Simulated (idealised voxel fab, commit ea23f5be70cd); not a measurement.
voxel self aligned vias: a process module
For reference, the cross-section in this document is cut, with width 295 nm and square cells of 5 nm.
Each cross-section below is a grid of square cells, stated as bands in top-down order, with one or more rows of cells making up each band.
Heights first: top, then bottom, in nm. Then materials, left to right, each with a width in nm. "edge to edge" on a single material: fills the band edge to edge. "empty": empty space.
For the purposes of this specification, 0 denotes the height below which the wafer in its as-received condition is composed wholly of one material, and the lowermost band, lacking a lower limit, extends downward without end, as expressed in "0 -> down".
A width such as "30->40" changes by the same amount from each row of cells to the next, from the band's top row to its bottom row.
Reading "remains unaltered" for a step: not a cell of the cross-section changed in it.
The label "Trapped cavities" introduces a list of the empty spaces, 8 cells or larger, that have no open way up to the top; each entry in it reads width x height at distance, where the distance is taken from the left edge and all three are stated in nm.
It should be noted that, on the line of a given step, the content following the step's settings is a remark produced by the simulator itself with respect to that step.
A step line may carry the setting "overlay nm", which, for steps involving a mask, states the distance by which the mask lay to the right of its intended position; negative values denote displacement to the left.

Steps planned for the process
| 1 | RECEIVE (material Si) |
| 2 | CONFORMAL_DEP (material SiO2; thk nm 10) |
| 3 | CONFORMAL_DEP (material SiCN; thk nm 5) |
| 4 | DIRECTIONAL_DEP (material lowk; thk nm 30) |
| 5 | DIRECTIONAL_DEP (material aC; thk nm 15) |
| 6 | PATTERN (tone open; mask id LINES; material resist; width nm 20; pitch nm 70; thk nm 35; overlay nm 0) |
| 7 | DIRECTIONAL_ETCH (etch materials aC; depth nm 15) |
| 8 | STRIP (etch materials resist) |
| 9 | DIRECTIONAL_ETCH (etch materials lowk; depth nm 30) |
| 10 | STRIP (etch materials aC) |
| 11 | CONFORMAL_DEP (material TiN; thk nm 5) |
| 12 | FILL_DEP (material W; thk nm 10) |
| 13 | CMP (height nm 45) |
| 14 | SELECTIVE_ETCH (etch materials W Ru TiN; depth nm 10) |
| 15 | FILL_DEP (material SiN; thk nm 10) |
| 16 | CMP (height nm 45) |
| 17 | DIRECTIONAL_DEP (material lowk; thk nm 20) |
| 18 | PATTERN (tone open; mask id VIAS; material resist; width nm 40; thk nm 15; overlay nm 0) |
| 19 | DIRECTIONAL_ETCH (etch materials lowk; depth nm 20) |
| 20 | DIRECTIONAL_ETCH (etch materials SiN; depth nm 10) |
| 21 | STRIP (etch materials resist) |
| 22 | CONFORMAL_DEP (material TiN; thk nm 5) |
| 23 | FILL_DEP (material W; thk nm 5) |
| 24 | CMP (height nm 65) |
| 25 | CONFORMAL_DEP (material SiCN; thk nm 5) |
varied across the wafers: width nm of step 6. The plan shows the first wafer's value. All wafers start alike

As received, i.e. after step 1: cross-section through the first of several wafers
- 0 -> down: Si edge to edge
- Trapped cavities: none

Here is how to read the rows: every wafer has a row, and it shows the wafer at the end of the module, giving for each material how many cells were gained (+) or lost (-) since the wafer was received, then listing its closed voids
width nm 20 | +118 SiCN | +8 SiN | +118 SiO2 | +38 TiN | +34 W | +510 lowk | Trapped cavities: none
width nm 25 | +118 SiCN | +10 SiN | +118 SiO2 | +40 TiN | +42 W | +498 lowk | Trapped cavities: none
width nm 30 | +118 SiCN | +12 SiN | +118 SiO2 | +42 TiN | +50 W | +486 lowk | Trapped cavities: none
width nm 35 | +118 SiCN | +14 SiN | +118 SiO2 | +44 TiN | +58 W | +474 lowk | Trapped cavities: none
width nm 40 | +118 SiCN | +16 SiN | +118 SiO2 | +46 TiN | +66 W | +462 lowk | Trapped cavities: none
width nm 45 | +118 SiCN | +20 SiN | +118 SiO2 | +48 TiN | +72 W | +450 lowk | Trapped cavities: none
